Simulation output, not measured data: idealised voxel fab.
process module | voxel self aligned contacts
cross-section cut | 220 nm wide | cells 5 nm
A cross-section is a grid of square cells, given in bands from the top down. A band is one or more rows of cells.
Each band's line starts with the height of the band's top and of its bottom, in nm. Then come its materials from left to right, each with its width in nm. One material with "throughout" fills the band from edge to edge. "air" is empty space.
Height 0 is the level under which the wafer as received is all one material. The lowest band goes on downwards, as in "0 down".
A width such as "30 to 40" changes by the same amount from each row of cells to the next, from the band's top row to its bottom row.
"no change" after a step means that no cell of the cross-section changed.
closed voids: empty space of 8 cells or more with no open way to the top, each as width x height at its distance from the left edge, in nm
after a step's settings: what the simulator itself notes on the step
overlay nm, on a step with a mask: how far to the right of its planned place the mask lay; to the left if negative
plan
1 op RECEIVE | material Si
2 op CONFORMAL_DEP | material SiO2 | thk nm 5
3 op DIRECTIONAL_DEP | material polySi | thk nm 25
4 op DIRECTIONAL_DEP | material SiN | thk nm 15
5 op MASKED_ETCH | tone cover | mask id GATE | width nm 35 | pitch nm 70 | etch materials SiN | depth nm 15 | overlay nm 0
6 op MASKED_ETCH | tone cover | mask id GATE | width nm 35 | pitch nm 70 | etch materials polySi | depth nm 25 | overlay nm 0
7 op CONFORMAL_DEP | material SiN | thk nm 5
8 op DIRECTIONAL_ETCH | etch materials SiN | depth nm 5
9 op FILL_DEP | material SiO2 | thk nm 10
10 op CMP | height nm 50
11 op PATTERN | tone open | mask id CONTACT | material resist | width nm 45 | thk nm 15 | overlay nm 0
12 op DIRECTIONAL_ETCH | etch materials SiO2 | depth nm 50
13 op STRIP | etch materials resist
14 op CONFORMAL_DEP | material TiN | thk nm 5
15 op FILL_DEP | material Ru | thk nm 10
16 op CMP | height nm 50
17 op CONFORMAL_DEP | material SiN | thk nm 5
first wafer, as planned
as received, after step 1
  0 down: Si throughout
  closed voids: none
after step 2
  5 to 0: SiO2 throughout
  below 0: unchanged
after step 3
  30 to 5: polySi throughout
  below 5: unchanged
after step 4
  45 to 30: SiN throughout
  below 30: unchanged
after step 5
  45 to 30: air 55 | SiN 35 | air 35 | SiN 35 | air 60
  below 30: unchanged
after step 6
  45 to 30: air 55 | SiN 35 | air 35 | SiN 35 | air 60
  30 to 5: air 55 | polySi 35 | air 35 | polySi 35 | air 60
  below 5: unchanged
after step 7
  50 to 30: air 50 | SiN 45 | air 25 | SiN 45 | air 55
  30 to 10: air 50 | SiN 5 | polySi 35 | SiN 5 | air 25 | SiN 5 | polySi 35 | SiN 5 | air 55
  10 to 5: SiN 55 | polySi 35 | SiN 35 | polySi 35 | SiN 60
  below 5: unchanged
after step 8
  45 to 30: air 50 | SiN 45 | air 25 | SiN 45 | air 55
  30 to 5: air 50 | SiN 5 | polySi 35 | SiN 5 | air 25 | SiN 5 | polySi 35 | SiN 5 | air 55
  below 5: unchanged
after step 9
  55 to 45: SiO2 throughout
  45 to 30: SiO2 50 | SiN 45 | SiO2 25 | SiN 45 | SiO2 55
  30 to 5: SiO2 50 | SiN 5 | polySi 35 | SiN 5 | SiO2 25 | SiN 5 | polySi 35 | SiN 5 | SiO2 55
  below 5: unchanged
after step 10
  50 to 45: SiO2 throughout
  below 45: unchanged
after step 11
  65 to 50: resist 85 | air 45 | resist 90
  below 50: unchanged
after step 12
  65 to 50: resist 85 | air 45 | resist 90
  50 to 45: SiO2 85 | air 45 | SiO2 90
  45 to 30: SiO2 50 | SiN 45 | air 25 | SiN 45 | SiO2 55
  30 to 5: SiO2 50 | SiN 5 | polySi 35 | SiN 5 | air 25 | SiN 5 | polySi 35 | SiN 5 | SiO2 55
  5 to 0: SiO2 95 | air 25 | SiO2 100
  below 0: unchanged
after step 13
  50 to 45: SiO2 85 | air 45 | SiO2 90
  below 45: unchanged
after step 14
  55 to 50: TiN 90 | air 35 | TiN 95
  50 to 45: SiO2 85 | TiN 15 | air 15 | TiN 15 | SiO2 90
  45 to 30: SiO2 50 | SiN 45 | TiN 5 | air 15 | TiN 5 | SiN 45 | SiO2 55
  30 to 5: SiO2 50 | SiN 5 | polySi 35 | SiN 5 | TiN 5 | air 15 | TiN 5 | SiN 5 | polySi 35 | SiN 5 | SiO2 55
  5 to 0: SiO2 95 | TiN 25 | SiO2 100
  below 0: unchanged
after step 15
  65 to 55: Ru throughout
  55 to 50: TiN 90 | Ru 35 | TiN 95
  50 to 45: SiO2 85 | TiN 15 | Ru 15 | TiN 15 | SiO2 90
  45 to 30: SiO2 50 | SiN 45 | TiN 5 | Ru 15 | TiN 5 | SiN 45 | SiO2 55
  30 to 5: SiO2 50 | SiN 5 | polySi 35 | SiN 5 | TiN 5 | Ru 15 | TiN 5 | SiN 5 | polySi 35 | SiN 5 | SiO2 55
  below 5: unchanged
after step 16
  50 to 45: SiO2 85 | TiN 15 | Ru 15 | TiN 15 | SiO2 90
  below 45: unchanged
after step 17
  55 to 50: SiN throughout
  below 50: unchanged
second wafer: like start, like plan, one mistake. Through step 6 it matches the first wafer
when step 7 should have ended
  60 to 30: air 40 | SiN 65 | air 5 | SiN 65 | air 45
  30 to 20: air 40 | SiN 15 | polySi 35 | SiN 15 | air 5 | SiN 15 | polySi 35 | SiN 15 | air 45
  20 to 5: SiN 55 | polySi 35 | SiN 35 | polySi 35 | SiN 60
  below 5: unchanged
when step 8 should have ended
  55 to 30: air 40 | SiN 65 | air 5 | SiN 65 | air 45
  30 to 15: air 40 | SiN 15 | polySi 35 | SiN 15 | air 5 | SiN 15 | polySi 35 | SiN 15 | air 45
  below 15: unchanged
when step 9 should have ended
  65 to 55: SiO2 throughout
  55 to 30: SiO2 40 | SiN 65 | SiO2 5 | SiN 65 | SiO2 45
  30 to 15: SiO2 40 | SiN 15 | polySi 35 | SiN 15 | SiO2 5 | SiN 15 | polySi 35 | SiN 15 | SiO2 45
  below 15: unchanged
when step 10 should have ended
  50 to 30: SiO2 40 | SiN 65 | SiO2 5 | SiN 65 | SiO2 45
  below 30: unchanged
when step 11 should have ended
  65 to 50: resist 85 | air 45 | resist 90
  below 50: unchanged
when step 12 should have ended
  65 to 50: resist 85 | air 45 | resist 90
  50 to 30: SiO2 40 | SiN 65 | air 5 | SiN 65 | SiO2 45
  30 to 15: SiO2 40 | SiN 15 | polySi 35 | SiN 15 | air 5 | SiN 15 | polySi 35 | SiN 15 | SiO2 45
  below 15: unchanged
when step 13 should have ended
  50 to 30: SiO2 40 | SiN 65 | air 5 | SiN 65 | SiO2 45
  below 30: unchanged
when step 14 should have ended
  55 to 50: TiN throughout
  50 to 30: SiO2 40 | SiN 65 | TiN 5 | SiN 65 | SiO2 45
  30 to 15: SiO2 40 | SiN 15 | polySi 35 | SiN 15 | TiN 5 | SiN 15 | polySi 35 | SiN 15 | SiO2 45
  below 15: unchanged
when step 15 should have ended
  65 to 55: Ru throughout
  below 55: unchanged
when step 16 should have ended
  50 to 30: SiO2 40 | SiN 65 | TiN 5 | SiN 65 | SiO2 45
  below 30: unchanged
when step 17 should have ended
  55 to 50: SiN throughout
  below 50: unchanged
what went wrong: step 7 ran as: op CONFORMAL_DEP | material SiN | thk nm 15
at the end the second wafer has, in cells: 27 fewer of Ru | 126 more of SiN | 79 fewer of SiO2 | 20 fewer of TiN
